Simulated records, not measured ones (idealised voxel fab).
The process module that follows is named voxel wiring stack.
cross-section cut | 265 nm wide | cells 5 nm
Heads up, the way a cross-section reads in here is a grid of square cells, handed over as bands from the top down, with every band being one or more rows of cells.
Top, bottom (nm), then materials left to right with widths (nm); lone material tagged "all across" fills the whole band edge to edge; "empty" = empty space.
Heads up on the height convention: 0 is the point under which the incoming wafer is all one material, and the lowest band has no bottom, it just keeps going down, like "0 and below".
Per-row width for "30..40": begins at first number (top row of band), ends at second number (bottom row), increment between rows held constant.
It should be understood that the words "nothing changed", when stated for a given step, signify that the cross-section underwent no change in any of its cells during that step.
"Enclosed cavity list": empty spaces of 8 cells or more with no open way to the top, each given as width x height at distance, distance from the left edge, all in nm.
If you see something after the settings on a step's line, that's the simulator's own remark about that step.
overlay nm: step with mask; distance mask lay right of planned place; negative value = left of planned place.

[The steps planned for the process are as follows]
1: RECEIVE | material Si
2: CONFORMAL_DEP | material SiO2 | thk nm 15
3: DIRECTIONAL_DEP | material TiN | thk nm 5
4: DIRECTIONAL_DEP | material Ru | thk nm 25
5: MASKED_ETCH | tone cover | mask id METAL_1 | width nm 25 | pitch nm 45 | etch materials Ru | depth nm 25 | overlay nm 0
6: MASKED_ETCH | tone cover | mask id METAL_1 | width nm 25 | pitch nm 45 | etch materials TiN | depth nm 5 | overlay nm 0
7: CONFORMAL_DEP | material SiN | thk nm 5
8: FILL_DEP | material SiO2 | thk nm 5
9: CMP | height nm 45
10: CONFORMAL_DEP | material SiCN | thk nm 5
11: DIRECTIONAL_DEP | material lowk | thk nm 30
12: MASKED_ETCH | tone open | mask id METAL_2 | width nm 25 | pitch nm 45 | etch materials lowk | depth nm 15 | overlay nm 0
13: DIRECTIONAL_DEP | material aC | thk nm 10
14: PATTERN | tone open | mask id METAL_2_HOLES | material resist | width nm 15 | pitch nm 45 | thk nm 30 | overlay nm 0
15: DIRECTIONAL_ETCH | etch materials aC | depth nm 10
16: STRIP | etch materials resist
17: DIRECTIONAL_ETCH | etch materials lowk | depth nm 15
18: DIRECTIONAL_ETCH | etch materials SiCN | depth nm 5
19: STRIP | etch materials aC
20: CONFORMAL_DEP | material TiN | thk nm 5
21: FILL_DEP | material Cu | thk nm 5
22: CMP | height nm 80
23: CONFORMAL_DEP | material SiCN | thk nm 5
24: DIRECTIONAL_DEP | material SiO2 | thk nm 25
25: MASKED_ETCH | tone open | mask id METAL_3_HOLES | width nm 15 | pitch nm 45 | etch materials SiO2 | depth nm 25 | overlay nm 0
26: DIRECTIONAL_DEP | material aC | thk nm 15
27: PATTERN | tone open | mask id METAL_3 | material resist | width nm 25 | pitch nm 45 | thk nm 35 | overlay nm 0
28: DIRECTIONAL_ETCH | etch materials aC | depth nm 15
29: STRIP | etch materials resist
30: DIRECTIONAL_ETCH | etch materials SiO2 | depth nm 15
31: DIRECTIONAL_ETCH | etch materials SiCN | depth nm 5
32: STRIP | etch materials aC
33: CONFORMAL_DEP | material TiN | thk nm 5
34: FILL_DEP | material Cu | thk nm 5
35: CMP | height nm 110
36: CONFORMAL_DEP | material SiCN | thk nm 5
37: DIRECTIONAL_DEP | material lowk | thk nm 30
38: MASKED_ETCH | tone open | mask id METAL_4 | width nm 25 | pitch nm 45 | etch materials lowk | depth nm 20 | overlay nm 0
39: PATTERN | tone open | mask id METAL_4_HOLES | material resist | width nm 15 | pitch nm 45 | thk nm 15 | overlay nm 0
40: DIRECTIONAL_ETCH | etch materials lowk | depth nm 10
41: DIRECTIONAL_ETCH | etch materials SiCN | depth nm 5
42: STRIP | etch materials resist
43: CONFORMAL_DEP | material TiN | thk nm 5
44: FILL_DEP | material Cu | thk nm 10
45: CMP | height nm 145
46: CONFORMAL_DEP | material SiN | thk nm 5

[Cross-section of the wafer as it came to us, i.e., already through step 1]
    0 and below: Si all across
    Enclosed cavity list: none

[Here's the cross-section of the first of our two wafers at the end of the module - it ran as planned]
    150 down to 145: SiN all across
    145 down to 130: lowk (75), then TiN (5), then Cu (15), then TiN (5), then lowk (20), then TiN (5), then Cu (15), then TiN (5), then lowk (20), then TiN (5), then Cu (15), then TiN (5), then lowk (75)
    130 down to 125: lowk (75), then TiN (5), then Cu (5), then TiN (15), then lowk (20), then TiN (5), then Cu (5), then TiN (15), then lowk (20), then TiN (5), then Cu (5), then TiN (15), then lowk (75)
    125 down to 115: lowk (75), then TiN (5), then Cu (5), then TiN (5), then lowk (30), then TiN (5), then Cu (5), then TiN (5), then lowk (30), then TiN (5), then Cu (5), then TiN (5), then lowk (85)
    115 down to 110: SiCN (75), then TiN (15), then SiCN (30), then TiN (15), then SiCN (30), then TiN (15), then SiCN (85)
    110 down to 100: SiO2 (75), then TiN (5), then Cu (15), then TiN (5), then SiO2 (20), then TiN (5), then Cu (15), then TiN (5), then SiO2 (20), then TiN (5), then Cu (15), then TiN (5), then SiO2 (75)
    100 down to 95: SiO2 (75), then TiN (5), then Cu (5), then TiN (15), then SiO2 (20), then TiN (5), then Cu (5), then TiN (15), then SiO2 (20), then TiN (5), then Cu (5), then TiN (15), then SiO2 (75)
    95 down to 85: SiO2 (75), then TiN (5), then Cu (5), then TiN (5), then SiO2 (30), then TiN (5), then Cu (5), then TiN (5), then SiO2 (30), then TiN (5), then Cu (5), then TiN (5), then SiO2 (85)
    85 down to 80: SiCN (75), then TiN (15), then SiCN (30), then TiN (15), then SiCN (30), then TiN (15), then SiCN (85)
    80 down to 70: lowk (75), then TiN (5), then Cu (15), then TiN (5), then lowk (20), then TiN (5), then Cu (15), then TiN (5), then lowk (20), then TiN (5), then Cu (15), then TiN (5), then lowk (75)
    70 down to 65: lowk (75), then TiN (5), then Cu (5), then TiN (15), then lowk (20), then TiN (5), then Cu (5), then TiN (15), then lowk (20), then TiN (5), then Cu (5), then TiN (15), then lowk (75)
    65 down to 50: lowk (75), then TiN (5), then Cu (5), then TiN (5), then lowk (30), then TiN (5), then Cu (5), then TiN (5), then lowk (30), then TiN (5), then Cu (5), then TiN (5), then lowk (85)
    50 down to 45: SiCN (75), then TiN (15), then SiCN (30), then TiN (15), then SiCN (30), then TiN (15), then SiCN (85)
    45 down to 20: SiO2 (70), then SiN (5), then Ru (25), then SiN (5), then SiO2 (10), then SiN (5), then Ru (25), then SiN (5), then SiO2 (10), then SiN (5), then Ru (25), then SiN (5), then SiO2 (70)
    20 down to 15: SiN (75), then TiN (25), then SiN (20), then TiN (25), then SiN (20), then TiN (25), then SiN (75)
    15 down to 0: SiO2 all across
    0 and below: Si all across
    Enclosed cavity list: none

[End-of-module cross-section of the second wafer: identical starting point and process plan to the first, with one processing mistake]
    150 down to 145: SiN all across
    145 down to 140: Cu all across
    140 down to 135: TiN (80), then Cu (15), then TiN (30), then Cu (15), then TiN (30), then Cu (15), then TiN (80)
    135 down to 115: lowk (75), then TiN (5), then Cu (15), then TiN (5), then lowk (20), then TiN (5), then Cu (15), then TiN (5), then lowk (20), then TiN (5), then Cu (15), then TiN (5), then lowk (75)
    115 down to 110: SiCN (75), then TiN (25), then SiCN (20), then TiN (25), then SiCN (20), then TiN (25), then SiCN (75)
    110 down to 100: SiO2 (75), then TiN (5), then Cu (15), then TiN (5), then SiO2 (20), then TiN (5), then Cu (15), then TiN (5), then SiO2 (20), then TiN (5), then Cu (15), then TiN (5), then SiO2 (75)
    100 down to 95: SiO2 (75), then TiN (5), then Cu (5), then TiN (15), then SiO2 (20), then TiN (5), then Cu (5), then TiN (15), then SiO2 (20), then TiN (5), then Cu (5), then TiN (15), then SiO2 (75)
    95 down to 85: SiO2 (75), then TiN (5), then Cu (5), then TiN (5), then SiO2 (30), then TiN (5), then Cu (5), then TiN (5), then SiO2 (30), then TiN (5), then Cu (5), then TiN (5), then SiO2 (85)
    85 down to 80: SiCN (75), then TiN (15), then SiCN (30), then TiN (15), then SiCN (30), then TiN (15), then SiCN (85)
    80 down to 70: lowk (75), then TiN (5), then Cu (15), then TiN (5), then lowk (20), then TiN (5), then Cu (15), then TiN (5), then lowk (20), then TiN (5), then Cu (15), then TiN (5), then lowk (75)
    70 down to 65: lowk (75), then TiN (5), then Cu (5), then TiN (15), then lowk (20), then TiN (5), then Cu (5), then TiN (15), then lowk (20), then TiN (5), then Cu (5), then TiN (15), then lowk (75)
    65 down to 50: lowk (75), then TiN (5), then Cu (5), then TiN (5), then lowk (30), then TiN (5), then Cu (5), then TiN (5), then lowk (30), then TiN (5), then Cu (5), then TiN (5), then lowk (85)
    50 down to 45: SiCN (75), then TiN (15), then SiCN (30), then TiN (15), then SiCN (30), then TiN (15), then SiCN (85)
    45 down to 20: SiO2 (70), then SiN (5), then Ru (25), then SiN (5), then SiO2 (10), then SiN (5), then Ru (25), then SiN (5), then SiO2 (10), then SiN (5), then Ru (25), then SiN (5), then SiO2 (70)
    20 down to 15: SiN (75), then TiN (25), then SiN (20), then TiN (25), then SiN (20), then TiN (25), then SiN (75)
    15 down to 0: SiO2 all across
    0 and below: Si all across
    Enclosed cavity list: none
The mistake made against the process plan was this: execution of step 39 of the plan did not take place, the step having been omitted
Final tally in cells, some materials are higher or lower on the second wafer than on the first: +62 Cu, -6 SiCN, +32 TiN, -88 lowk
